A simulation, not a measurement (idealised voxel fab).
The process module that follows is named voxel released beams.
The cross-section shown here is cut; it is 205 nm wide and divided into square cells measuring 5 nm on a side.
For the purposes of this document, a cross-section shall be understood as a grid of square cells, specified as bands listed in top-to-bottom order, each band consisting of one or more rows of cells.
In this notation a band is specified by the heights of its top and bottom, in that order and in nm, after which its materials appear from left to right, each paired with its width in nm. The word "edge to edge" attached to a single material means that material fills the band from edge to edge; the word "blank" stands for empty space.
We count height from 0. Below that, the starting wafer is all one material. The lowest band never ends at the bottom but goes on down; see "top 0, no bottom" for how that is written.
The width entry "30..40" should be interpreted row by row: the top row of cells in the band takes the first number, the bottom row takes the second number, and the change between adjacent rows is uniform throughout.
Take "nothing got changed" at face value: in the step it is given for, the cross-section changed in none of its cells.
Entry "Closed cavities". Content: empty spaces with no open connection to the top, size 8 cells or greater. Each: width x height at distance. Distance: from left edge. Unit: nm.
after a step's settings: what the simulator itself notes on the step
A step's line can hold "overlay nm"; with a mask on that step, the setting says how far right of the planned place the mask lay, while a negative setting says it lay to the left.
The process steps that were planned are listed below:
1: RECEIVE [material Si]
2: CONFORMAL_DEP [material SiN] [thk nm 10]
3: DIRECTIONAL_DEP [material SiO2] [thk nm 15]
4: MASKED_ETCH [tone open] [mask id ANCHOR] [width nm 45] [etch materials SiO2] [depth nm 15] [overlay nm 0]
5: CONFORMAL_DEP [material TiN] [thk nm 15]
6: MASKED_ETCH [tone cover] [mask id BEAM] [width nm 95] [etch materials TiN] [depth nm 15] [overlay nm 0]
7: STRIP [etch materials SiO2]
Shown in cross-section is the wafer as received, that is, as it stands after step 1:
* top 0, no bottom = Si edge to edge
* Closed cavities: none
Same starting wafer, same plan as above, one mistake in the execution; this is the cross-section at the end of the module:
* top 0, no bottom = Si edge to edge
* Closed cavities: none
The plan and the run diverged here: it should be noted that step 2 was executed with settings other than those planned, the operation and settings actually applied being CONFORMAL_DEP [material SiO2] [thk nm 10]
